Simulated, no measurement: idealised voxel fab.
Process module under the name voxel spacer lines
Cross-section cut: width 180 nm, square cells of 5 nm.
Cross-sections here: square-cell grids, written as top-down lists of bands, a band being one or more rows of cells.
Heights first: top, then bottom, in nm. Then materials, left to right, each with a width in nm. "everywhere" on a single material: fills the band edge to edge. "air": empty space.
Height datum 0, below which the as-received substrate wafer is one material. Lowest band open at the bottom, running downward: "0 -> down".
Width: "30 to 40" (first number = top row, second number = bottom row, same change from row to row of cells).
Where the words "no alteration" appear for a step, the cross-section shows no cell changed by that step; every cell remained as before.
Closed empty spaces (no open way to the top) of 8 cells or more are what "Completely sealed voids" lists, each as width x height at distance from the left edge, nm for all three.
If you see something after the settings on a step's line, that's the simulator's own remark about that step.
On any step carrying a mask, the "overlay nm" setting, if present on the step's line, tells how far right of its planned place the mask lay; negative values point to the left.
-- Process steps (planned)
| 1 | RECEIVE: material Si |
| 2 | CONFORMAL_DEP: material Al2O3, thk nm 10 |
| 3 | DIRECTIONAL_DEP: material TiN, thk nm 10 |
| 4 | DIRECTIONAL_DEP: material aC, thk nm 30 |
| 5 | PATTERN: tone cover, mask id MANDREL, material resist, width nm 25, pitch nm 70, thk nm 35, overlay nm 0 |
| 6 | DIRECTIONAL_ETCH: etch materials aC, depth nm 30 |
| 7 | STRIP: etch materials resist |
| 8 | CONFORMAL_DEP: material SiN, thk nm 10 |
| 9 | DIRECTIONAL_ETCH: etch materials SiN, depth nm 10 |
| 10 | STRIP: etch materials aC |
| 11 | DIRECTIONAL_ETCH: etch materials TiN, depth nm 10 |
| 12 | STRIP: etch materials SiN |
| 13 | FILL_DEP: material lowk, thk nm 10 |
| 14 | CMP: height nm 20 |
-- As received (post step 1): cross-section
0 -> down | Si everywhere
Completely sealed voids: none
-- Wafer cross-section at end of module: start and plan as shown above, one execution error
20 -> 10 | lowk everywhere
10 -> 0 | lowk: 30, then TiN: 10, then lowk: 25, then TiN: 10, then lowk: 25, then TiN: 10, then lowk: 25, then TiN: 10, then lowk: 35
0 -> down | Si everywhere
Completely sealed voids: none
What broke from the plan during processing? step 2 was dropped from the plan's execution and never run
